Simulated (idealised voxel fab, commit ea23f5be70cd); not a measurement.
Proc. module: voxel spacer lines
Pictured: cross-section cut, 200 nm wide, on a grid of 5 nm square cells.
Cross-section, as written here: a square-cell grid given band by band from the top down, where a band holds one or more rows of cells. Read a band's entry like this: the first values are the height of its top and the height of its bottom in nm, and what follows is the sequence of materials from left to right, each with its width in nm. Note that "blank" is empty space, and that a single material marked "full width" reaches across the band from edge to edge. Height is counted from the level 0, under which the received wafer is composed throughout of one material. The lowest of the bands is not closed at the bottom but continues downward, in the notation "0 -> down". When a width is written as two numbers, as in "30->40", the first number is the width in the top row of cells of the band and the second is the width in its bottom row, and the width changes by the same amount from each row to the next. "left unchanged" -> step changed no cross-section cell. In the "Closed void table" entry, you get each enclosed empty space of 8 cells or more, one with no open way to the top, written width x height at distance, distance from the left edge, in nm. It should be noted that, on the line of a given step, the content following the step's settings is a remark produced by the simulator itself with respect to that step. "overlay nm" denotes, for a step that has a mask, the displacement of the mask to the right of its planned place, with negative values corresponding to the left.
-- Planned step list for the process
1: RECEIVE [material Si]
2: CONFORMAL_DEP [material Al2O3] [thk nm 10]
3: DIRECTIONAL_DEP [material TiN] [thk nm 20]
4: DIRECTIONAL_DEP [material polySi] [thk nm 30]
5: PATTERN [tone cover] [mask id MANDREL] [material resist] [width nm 20] [pitch nm 60] [thk nm 35] [overlay nm 0]
6: DIRECTIONAL_ETCH [etch materials polySi] [depth nm 30]
7: STRIP [etch materials resist]
8: CONFORMAL_DEP [material SiO2] [thk nm 10]
9: DIRECTIONAL_ETCH [etch materials SiO2] [depth nm 10]
10: STRIP [etch materials polySi]
11: DIRECTIONAL_ETCH [etch materials TiN] [depth nm 20]
12: STRIP [etch materials SiO2]
13: FILL_DEP [material lowk] [thk nm 5]
14: CMP [height nm 30]
-- Here's what the wafer looked like in cross-section when it arrived - that's after step 1
- 0 -> down: Si full width
- Closed void table: none
-- Sectioned view, first of two wafers, at the close of the module, processed as intended in the plan
- 30 -> 10: lowk=50, TiN=10, lowk=20, TiN=10, lowk=20, TiN=10, lowk=20, TiN=10, lowk=50
- 10 -> 0: Al2O3 full width
- 0 -> down: Si full width
- Closed void table: none
-- End of module, second wafer, cross-section. Started like the first, planned like the first, run with one mistake
- 30 -> 20: Al2O3 full width
- 20 -> 0: TiN full width
- 0 -> down: Si full width
- Closed void table: none
Deviation noted in wafer processing: transposition of steps 2 and 3 relative to the planned sequence
Cell-count delta at end, second wafer over first, by material: +128 TiN; -128 lowk
